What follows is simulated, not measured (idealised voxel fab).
Process module heading - voxel self aligned vias
Each square cell in cross-section cut measures 5 nm, and the section as a whole is 270 nm wide.
Cross-section format: a grid of square cells, given as bands from top to bottom; each band is one or more rows of cells. Top height, bottom height, nm. Materials left to right, width each, nm. Single material + "full width" = fills band edge to edge. "air" = empty. Zero point of the height axis is 0; under it, received wafer = one material. Lowest band: continues down indefinitely, "0 -> down". So if you see something like "30..40" for the width, read it as the top row of the band sitting at the first number and the bottom row at the second, with every row in between moving by the same amount as the last. "stayed the same", as given for a step, is the statement that not any cell of the cross-section underwent a change during that step. "Non-vented voids" means: voids of 8 cells or more that are shut off from the top with no open way through. Written width x height at distance, distance from the left edge, in nm. after a step's settings: what the simulator itself notes on the step. "overlay nm", when on a step's line for a step with a mask, measures how far to the right of its planned place the mask lay; a negative measure means to the left.
PLANNED STEP LIST FOR THE PROCESS
1) RECEIVE,material Si
2) CONFORMAL_DEP,material SiO2,thk nm 15
3) CONFORMAL_DEP,material SiCN,thk nm 5
4) DIRECTIONAL_DEP,material lowk,thk nm 30
5) MASKED_ETCH,tone open,mask id LINES,width nm 25,pitch nm 75,etch materials lowk,depth nm 30,overlay nm 0
6) CONFORMAL_DEP,material TiN,thk nm 5
7) FILL_DEP,material W,thk nm 10
8) CMP,height nm 50
9) SELECTIVE_ETCH,etch materials W Ru TiN,depth nm 5
10) FILL_DEP,material SiN,thk nm 5
11) CMP,height nm 50
12) DIRECTIONAL_DEP,material lowk,thk nm 15
13) MASKED_ETCH,tone open,mask id VIAS,width nm 45,pitch nm 75,etch materials lowk,depth nm 15,overlay nm 0
14) MASKED_ETCH,tone open,mask id VIAS,width nm 45,pitch nm 75,etch materials SiN,depth nm 5,overlay nm 0
15) CONFORMAL_DEP,material TiN,thk nm 5
16) FILL_DEP,material Cu,thk nm 10
17) CMP,height nm 65
18) CONFORMAL_DEP,material SiN,thk nm 5
CROSS-SECTION OF THE INCOMING WAFER, STATE AFTER STEP 1
    0 -> down: Si full width
    Non-vented voids: none
SECTIONED VIEW, FIRST OF TWO WAFERS, AT THE CLOSE OF THE MODULE, PROCESSED AS INTENDED IN THE PLAN
    70 -> 65: SiN full width
    65 -> 55: 35 nm lowk, 5 nm TiN, 35 nm Cu, 5 nm TiN, 30 nm lowk, 5 nm TiN, 35 nm Cu, 5 nm TiN, 30 nm lowk, 5 nm TiN, 35 nm Cu, 5 nm TiN, 40 nm lowk
    55 -> 50: 35 nm lowk, 15 nm TiN, 15 nm Cu, 15 nm TiN, 30 nm lowk, 15 nm TiN, 15 nm Cu, 15 nm TiN, 30 nm lowk, 15 nm TiN, 15 nm Cu, 15 nm TiN, 40 nm lowk
    50 -> 45: 45 nm lowk, 25 nm TiN, 50 nm lowk, 25 nm TiN, 50 nm lowk, 25 nm TiN, 50 nm lowk
    45 -> 25: 45 nm lowk, 5 nm TiN, 15 nm W, 5 nm TiN, 50 nm lowk, 5 nm TiN, 15 nm W, 5 nm TiN, 50 nm lowk, 5 nm TiN, 15 nm W, 5 nm TiN, 50 nm lowk
    25 -> 20: 45 nm lowk, 25 nm TiN, 50 nm lowk, 25 nm TiN, 50 nm lowk, 25 nm TiN, 50 nm lowk
    20 -> 15: SiCN full width
    15 -> 0: SiO2 full width
    0 -> down: Si full width
    Non-vented voids: none
CROSS-SECTION, SECOND WAFER: SAME START AS THE FIRST, SAME PLAN AS THE FIRST, ONE MISTAKE IN RUNNING IT; TAKEN AT THE END OF THE MODULE
    70 -> 65: SiN full width
    65 -> 50: 35 nm lowk, 5 nm TiN, 35 nm Cu, 5 nm TiN, 30 nm lowk, 5 nm TiN, 35 nm Cu, 5 nm TiN, 30 nm lowk, 5 nm TiN, 35 nm Cu, 5 nm TiN, 40 nm lowk
    50 -> 45: 35 nm lowk, 45 nm TiN, 30 nm lowk, 45 nm TiN, 30 nm lowk, 45 nm TiN, 40 nm lowk
    45 -> 40: 35 nm lowk, 15 nm TiN, 15 nm W, 15 nm TiN, 30 nm lowk, 15 nm TiN, 15 nm W, 15 nm TiN, 30 nm lowk, 15 nm TiN, 15 nm W, 15 nm TiN, 40 nm lowk
    40 -> 25: 45 nm lowk, 5 nm TiN, 15 nm W, 5 nm TiN, 50 nm lowk, 5 nm TiN, 15 nm W, 5 nm TiN, 50 nm lowk, 5 nm TiN, 15 nm W, 5 nm TiN, 50 nm lowk
    25 -> 20: 45 nm lowk, 25 nm TiN, 50 nm lowk, 25 nm TiN, 50 nm lowk, 25 nm TiN, 50 nm lowk
    20 -> 15: SiCN full width
    15 -> 0: SiO2 full width
    0 -> down: Si full width
    Non-vented voids: none
Want to know what went wrong? for step 13, the planned setting was not used; the step was instead run as MASKED_ETCH,tone open,mask id VIAS,width nm 45,pitch nm 75,etch materials lowk,depth nm 25,overlay nm 0
Count the cells at the end and the second wafer has more or fewer of some materials than the first: +12 Cu, +12 TiN, -24 lowk
